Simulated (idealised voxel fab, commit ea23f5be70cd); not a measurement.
Process module heading - voxel self aligned contacts
Xsec cut, 160 nm wide, square cell size 5 nm.
A cross-section in this document is a grid of square cells, and it is written down as bands, the top band listed before the ones below it; a band is made up of one or more rows of cells.
Each band's line starts with the height of the band's top and of its bottom, in nm. Then come its materials from left to right, each with its width in nm. One material with "throughout" fills the band from edge to edge. "air" is empty space.
Where do heights start? At 0: under that level the wafer as delivered is made of one material only. And the lowest band has no floor; it just carries on downward, as in "0 -> down".
The two numbers in a width such as "30..40" mark its ends across the band: the first belongs to the top row of cells, the second to the bottom row, and from each row to the next the width moves by the same amount.
Basically "all unchanged" means that step didn't change any cell in the cross-section.
"Voids, fully enclosed" - sealed voids, min. 8 cells, no opening to top; format: width x height at distance (distance from left edge; nm throughout).
What comes after the settings on a step's line is commentary from the simulator itself on that step.
You can add "overlay nm" to a step's line. For a step with a mask, it describes how far the mask lay to the right of its planned position, and a negative number describes a lay to the left.
[Process steps (planned)]
step 1: RECEIVE [material Si]
step 2: CONFORMAL_DEP [material SiO2] [thk nm 5]
step 3: DIRECTIONAL_DEP [material polySi] [thk nm 20]
step 4: DIRECTIONAL_DEP [material SiN] [thk nm 15]
step 5: DIRECTIONAL_DEP [material aC] [thk nm 15]
step 6: PATTERN [tone cover] [mask id GATE] [material resist] [width nm 30] [pitch nm 65] [thk nm 30] [overlay nm 0]
step 7: DIRECTIONAL_ETCH [etch materials aC] [depth nm 15]
step 8: STRIP [etch materials resist]
step 9: DIRECTIONAL_ETCH [etch materials SiN] [depth nm 15]
step 10: DIRECTIONAL_ETCH [etch materials polySi] [depth nm 20]
step 11: STRIP [etch materials aC]
step 12: CONFORMAL_DEP [material SiN] [thk nm 5]
step 13: DIRECTIONAL_ETCH [etch materials SiN] [depth nm 5]
step 14: FILL_DEP [material SiO2] [thk nm 15]
step 15: CMP [height nm 45]
step 16: DIRECTIONAL_DEP [material aC] [thk nm 15]
step 17: PATTERN [tone open] [mask id CONTACT] [material resist] [width nm 45] [thk nm 30] [overlay nm 0]
step 18: DIRECTIONAL_ETCH [etch materials aC] [depth nm 15]
step 19: STRIP [etch materials resist]
step 20: DIRECTIONAL_ETCH [etch materials SiO2] [depth nm 45]
step 21: STRIP [etch materials aC]
step 22: CONFORMAL_DEP [material TiN] [thk nm 5]
step 23: FILL_DEP [material W] [thk nm 10]
step 24: CMP [height nm 45]
step 25: CONFORMAL_DEP [material SiCN] [thk nm 5]
[Wafer, first of two, run as planned]
[Incoming wafer, cross-sectional view, post step 1]
    0 -> down | Si throughout
    Voids, fully enclosed: none
[Cross-sectional representation of the wafer at the conclusion of step 2]
    5 -> 0 | SiO2 throughout
    No changes below 0.
[Cross-sectional representation of the wafer at the conclusion of step 3]
    25 -> 5 | polySi throughout
    No changes below 5.
[Cross-sectional representation of the wafer at the conclusion of step 4]
    40 -> 25 | SiN throughout
    No changes below 25.
[Cross-sectional representation of the wafer at the conclusion of step 5]
    55 -> 40 | aC throughout
    No changes below 40.
[Cross-sectional representation of the wafer at the conclusion of step 6]
    85 -> 55 | 30 air | 30 resist | 35 air | 30 resist | 35 air
    No changes below 55.
[Cross-sectional representation of the wafer at the conclusion of step 7]
    70 -> 55 | 30 air | 30 resist | 35 air | 30 resist | 35 air
    55 -> 40 | 30 air | 30 aC | 35 air | 30 aC | 35 air
    No changes below 40.
[Cross-sectional representation of the wafer at the conclusion of step 8]
    55 -> 40 | 30 air | 30 aC | 35 air | 30 aC | 35 air
    No changes below 40.
[Cross-sectional representation of the wafer at the conclusion of step 9]
    55 -> 40 | 30 air | 30 aC | 35 air | 30 aC | 35 air
    40 -> 25 | 30 air | 30 SiN | 35 air | 30 SiN | 35 air
    No changes below 25.
[Cross-sectional representation of the wafer at the conclusion of step 10]
    55 -> 40 | 30 air | 30 aC | 35 air | 30 aC | 35 air
    40 -> 25 | 30 air | 30 SiN | 35 air | 30 SiN | 35 air
    25 -> 5 | 30 air | 30 polySi | 35 air | 30 polySi | 35 air
    No changes below 5.
[Cross-sectional representation of the wafer at the conclusion of step 11]
    40 -> 25 | 30 air | 30 SiN | 35 air | 30 SiN | 35 air
    No changes below 25.
[Cross-sectional representation of the wafer at the conclusion of step 12]
    45 -> 25 | 25 air | 40 SiN | 25 air | 40 SiN | 30 air
    25 -> 10 | 25 air | 5 SiN | 30 polySi | 5 SiN | 25 air | 5 SiN | 30 polySi | 5 SiN | 30 air
    10 -> 5 | 30 SiN | 30 polySi | 35 SiN | 30 polySi | 35 SiN
    No changes below 5.
[Cross-sectional representation of the wafer at the conclusion of step 13]
    40 -> 25 | 25 air | 40 SiN | 25 air | 40 SiN | 30 air
    25 -> 5 | 25 air | 5 SiN | 30 polySi | 5 SiN | 25 air | 5 SiN | 30 polySi | 5 SiN | 30 air
    No changes below 5.
[Cross-sectional representation of the wafer at the conclusion of step 14]
    55 -> 40 | SiO2 throughout
    40 -> 25 | 25 SiO2 | 40 SiN | 25 SiO2 | 40 SiN | 30 SiO2
    25 -> 5 | 25 SiO2 | 5 SiN | 30 polySi | 5 SiN | 25 SiO2 | 5 SiN | 30 polySi | 5 SiN | 30 SiO2
    No changes below 5.
[Cross-sectional representation of the wafer at the conclusion of step 15]
    45 -> 40 | SiO2 throughout
    No changes below 40.
[Cross-sectional representation of the wafer at the conclusion of step 16]
    60 -> 45 | aC throughout
    No changes below 45.
[Cross-sectional representation of the wafer at the conclusion of step 17]
    90 -> 60 | 55 resist | 45 air | 60 resist
    No changes below 60.
[Cross-sectional representation of the wafer at the conclusion of step 18]
    75 -> 60 | 55 resist | 45 air | 60 resist
    60 -> 45 | 55 aC | 45 air | 60 aC
    No changes below 45.
[Cross-sectional representation of the wafer at the conclusion of step 19]
    60 -> 45 | 55 aC | 45 air | 60 aC
    No changes below 45.
[Cross-sectional representation of the wafer at the conclusion of step 20]
    60 -> 45 | 55 aC | 45 air | 60 aC
    45 -> 40 | 55 SiO2 | 45 air | 60 SiO2
    40 -> 25 | 25 SiO2 | 40 SiN | 25 air | 40 SiN | 30 SiO2
    25 -> 5 | 25 SiO2 | 5 SiN | 30 polySi | 5 SiN | 25 air | 5 SiN | 30 polySi | 5 SiN | 30 SiO2
    5 -> 0 | 65 SiO2 | 25 air | 70 SiO2
    No changes below 0.
[Cross-sectional representation of the wafer at the conclusion of step 21]
    45 -> 40 | 55 SiO2 | 45 air | 60 SiO2
    No changes below 40.
[Cross-sectional representation of the wafer at the conclusion of step 22]
    50 -> 45 | 60 TiN | 35 air | 65 TiN
    45 -> 40 | 55 SiO2 | 15 TiN | 15 air | 15 TiN | 60 SiO2
    40 -> 25 | 25 SiO2 | 40 SiN | 5 TiN | 15 air | 5 TiN | 40 SiN | 30 SiO2
    25 -> 5 | 25 SiO2 | 5 SiN | 30 polySi | 5 SiN | 5 TiN | 15 air | 5 TiN | 5 SiN | 30 polySi | 5 SiN | 30 SiO2
    5 -> 0 | 65 SiO2 | 25 TiN | 70 SiO2
    No changes below 0.
[Cross-sectional representation of the wafer at the conclusion of step 23]
    60 -> 50 | W throughout
    50 -> 45 | 60 TiN | 35 W | 65 TiN
    45 -> 40 | 55 SiO2 | 15 TiN | 15 W | 15 TiN | 60 SiO2
    40 -> 25 | 25 SiO2 | 40 SiN | 5 TiN | 15 W | 5 TiN | 40 SiN | 30 SiO2
    25 -> 5 | 25 SiO2 | 5 SiN | 30 polySi | 5 SiN | 5 TiN | 15 W | 5 TiN | 5 SiN | 30 polySi | 5 SiN | 30 SiO2
    No changes below 5.
[Cross-sectional representation of the wafer at the conclusion of step 24]
    45 -> 40 | 55 SiO2 | 15 TiN | 15 W | 15 TiN | 60 SiO2
    No changes below 40.
[Cross-sectional representation of the wafer at the conclusion of step 25]
    50 -> 45 | SiCN throughout
    No changes below 45.
[Second Wafer (Identical Start and Plan, One Processing Error; Matches First Wafer Through Step 1)]
[Cross-sectional representation of the second wafer at the time designated in the plan for the completion of step 2]
    20 -> 0 | polySi throughout
    No changes below 0.
[Cross-sectional representation of the second wafer at the time designated in the plan for the completion of step 3]
    25 -> 20 | SiO2 throughout
    No changes below 20.
[Cross-sectional representation of the second wafer at the time designated in the plan for the completion of step 4]
    40 -> 25 | SiN throughout
    No changes below 25.
[Cross-sectional representation of the second wafer at the time designated in the plan for the completion of step 5]
    55 -> 40 | aC throughout
    No changes below 40.
[Cross-sectional representation of the second wafer at the time designated in the plan for the completion of step 6]
    85 -> 55 | 30 air | 30 resist | 35 air | 30 resist | 35 air
    No changes below 55.
[Cross-sectional representation of the second wafer at the time designated in the plan for the completion of step 7]
    70 -> 55 | 30 air | 30 resist | 35 air | 30 resist | 35 air
    55 -> 40 | 30 air | 30 aC | 35 air | 30 aC | 35 air
    No changes below 40.
[Cross-sectional representation of the second wafer at the time designated in the plan for the completion of step 8]
    55 -> 40 | 30 air | 30 aC | 35 air | 30 aC | 35 air
    No changes below 40.
[Cross-sectional representation of the second wafer at the time designated in the plan for the completion of step 9]
    55 -> 40 | 30 air | 30 aC | 35 air | 30 aC | 35 air
    40 -> 25 | 30 air | 30 SiN | 35 air | 30 SiN | 35 air
    No changes below 25.
Cross-sectional representation of the second wafer at the time designated in the plan for the completion of step 10: all unchanged
[Cross-sectional representation of the second wafer at the time designated in the plan for the completion of step 11]
    40 -> 25 | 30 air | 30 SiN | 35 air | 30 SiN | 35 air
    No changes below 25.
[Cross-sectional representation of the second wafer at the time designated in the plan for the completion of step 12]
    45 -> 30 | 25 air | 40 SiN | 25 air | 40 SiN | 30 air
    30 -> 25 | SiN throughout
    No changes below 25.
[Cross-sectional representation of the second wafer at the time designated in the plan for the completion of step 13]
    40 -> 25 | 25 air | 40 SiN | 25 air | 40 SiN | 30 air
    No changes below 25.
[Cross-sectional representation of the second wafer at the time designated in the plan for the completion of step 14]
    55 -> 40 | SiO2 throughout
    40 -> 25 | 25 SiO2 | 40 SiN | 25 SiO2 | 40 SiN | 30 SiO2
    No changes below 25.
[Cross-sectional representation of the second wafer at the time designated in the plan for the completion of step 15]
    45 -> 40 | SiO2 throughout
    No changes below 40.
[Cross-sectional representation of the second wafer at the time designated in the plan for the completion of step 16]
    60 -> 45 | aC throughout
    No changes below 45.
[Cross-sectional representation of the second wafer at the time designated in the plan for the completion of step 17]
    90 -> 60 | 55 resist | 45 air | 60 resist
    No changes below 60.
[Cross-sectional representation of the second wafer at the time designated in the plan for the completion of step 18]
    75 -> 60 | 55 resist | 45 air | 60 resist
    60 -> 45 | 55 aC | 45 air | 60 aC
    No changes below 45.
[Cross-sectional representation of the second wafer at the time designated in the plan for the completion of step 19]
    60 -> 45 | 55 aC | 45 air | 60 aC
    No changes below 45.
[Cross-sectional representation of the second wafer at the time designated in the plan for the completion of step 20]
    60 -> 45 | 55 aC | 45 air | 60 aC
    45 -> 40 | 55 SiO2 | 45 air | 60 SiO2
    40 -> 25 | 25 SiO2 | 40 SiN | 25 air | 40 SiN | 30 SiO2
    25 -> 20 | 65 SiO2 | 25 air | 70 SiO2
    No changes below 20.
[Cross-sectional representation of the second wafer at the time designated in the plan for the completion of step 21]
    45 -> 40 | 55 SiO2 | 45 air | 60 SiO2
    No changes below 40.
[Cross-sectional representation of the second wafer at the time designated in the plan for the completion of step 22]
    50 -> 45 | 60 TiN | 35 air | 65 TiN
    45 -> 40 | 55 SiO2 | 15 TiN | 15 air | 15 TiN | 60 SiO2
    40 -> 25 | 25 SiO2 | 40 SiN | 5 TiN | 15 air | 5 TiN | 40 SiN | 30 SiO2
    25 -> 20 | 65 SiO2 | 25 TiN | 70 SiO2
    No changes below 20.
[Cross-sectional representation of the second wafer at the time designated in the plan for the completion of step 23]
    60 -> 50 | W throughout
    50 -> 45 | 60 TiN | 35 W | 65 TiN
    45 -> 40 | 55 SiO2 | 15 TiN | 15 W | 15 TiN | 60 SiO2
    40 -> 25 | 25 SiO2 | 40 SiN | 5 TiN | 15 W | 5 TiN | 40 SiN | 30 SiO2
    No changes below 25.
[Cross-sectional representation of the second wafer at the time designated in the plan for the completion of step 24]
    45 -> 40 | 55 SiO2 | 15 TiN | 15 W | 15 TiN | 60 SiO2
    No changes below 40.
[Cross-sectional representation of the second wafer at the time designated in the plan for the completion of step 25]
    50 -> 45 | SiCN throughout
    No changes below 45.
Error vs. plan: steps 2 and 3: order swapped relative to plan
Final tally in cells, some materials are higher or lower on the second wafer than on the first: 16 fewer of SiN; 44 fewer of SiO2; 8 fewer of TiN; 12 fewer of W; 80 more of polySi
